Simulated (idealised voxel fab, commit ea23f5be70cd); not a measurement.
Process module in this document: voxel ribs on slabs
For reference, the cross-section in this document is cut, with width 175 nm and square cells of 5 nm.
Cross-section format: a grid of square cells, given as bands from top to bottom; each band is one or more rows of cells. Top height, bottom height, nm. Materials left to right, width each, nm. Single material + "throughout" = fills band edge to edge. "empty" = empty. Height datum 0, below which the as-received substrate wafer is one material. Lowest band open at the bottom, running downward: "z 0 and below". Note: "30->40" means the width goes from the first number (top row of the band) to the second number (bottom row) in equal steps per row of cells. For the purposes of this document, the phrase "remained unchanged" attached to a step denotes that no cell within the cross-section was modified by that step. So "Cavities, sealed" is basically the list of trapped voids: any empty space of 8 cells or more that can't reach the top through an opening. They're written width x height at distance, the distance being from the left edge, and it's all nm. That trailing text on a step's line, after the settings, is the simulator's own remark on the step. overlay nm: mask right of planned place by this much (step with mask). Neg. = left.
THE FOLLOWING LIST GIVES THE PLANNED PROCESS STEPS
1) RECEIVE with material Si
2) DIRECTIONAL_DEP with material SiO2, thk nm 25
3) DIRECTIONAL_DEP with material SiN, thk nm 15
4) MASKED_ETCH with tone cover, mask id RIB, width nm 30, etch materials SiN, depth nm 10, overlay nm 0
5) DIRECTIONAL_DEP with material aC, thk nm 10
6) PATTERN with tone cover, mask id SLAB, material resist, width nm 60, thk nm 30, overlay nm 0
7) DIRECTIONAL_ETCH with etch materials aC, depth nm 10
8) STRIP with etch materials resist
9) DIRECTIONAL_ETCH with etch materials SiN, depth nm 5
10) STRIP with etch materials aC
11) FILL_DEP with material SiO2, thk nm 20
12) CMP with height nm 55
13) DIRECTIONAL_DEP with material TiN, thk nm 10
14) MASKED_ETCH with tone cover, mask id HEATER, width nm 40, etch materials TiN, depth nm 10, overlay nm 0
15) CONFORMAL_DEP with material SiN, thk nm 10
CROSS-SECTION OF THE WAFER AS IT CAME TO US, I.E., ALREADY THROUGH STEP 1
* z 0 and below = Si throughout
* Cavities, sealed: none
END-OF-MODULE CROSS-SECTION OF THE FIRST OF TWO WAFERS, PROCESSED AS PLANNED
* z 75 to 65 = empty: 55 | SiN: 60 | empty: 60
* z 65 to 55 = SiN: 65 | TiN: 40 | SiN: 70
* z 55 to 40 = SiO2 throughout
* z 40 to 30 = SiO2: 70 | SiN: 30 | SiO2: 75
* z 30 to 25 = SiO2: 55 | SiN: 60 | SiO2: 60
* z 25 to 0 = SiO2 throughout
* z 0 and below = Si throughout
* Cavities, sealed: none
WHAT THE SECOND WAFER LOOKS LIKE IN CROSS-SECTION ONCE THE MODULE IS DONE. ITS START AND ITS PLAN MATCHED THE FIRST WAFER'S EXACTLY; WHAT DIFFERED WAS ONE MISTAKE IN HOW IT WAS RUN
* z 75 to 65 = empty: 55 | SiN: 60 | empty: 60
* z 65 to 55 = SiN: 65 | TiN: 40 | SiN: 70
* z 55 to 40 = SiO2 throughout
* z 40 to 25 = TiN throughout
* z 25 to 0 = SiO2 throughout
* z 0 and below = Si throughout
* Cavities, sealed: none
Finding, execution versus plan: step 3 changed vs plan, executed as DIRECTIONAL_DEP with material TiN, thk nm 15
Wafer comparison, final, in cells, second relative to first, materials more or fewer: SiN: 24 fewer, SiO2: 81 fewer, TiN: 105 more
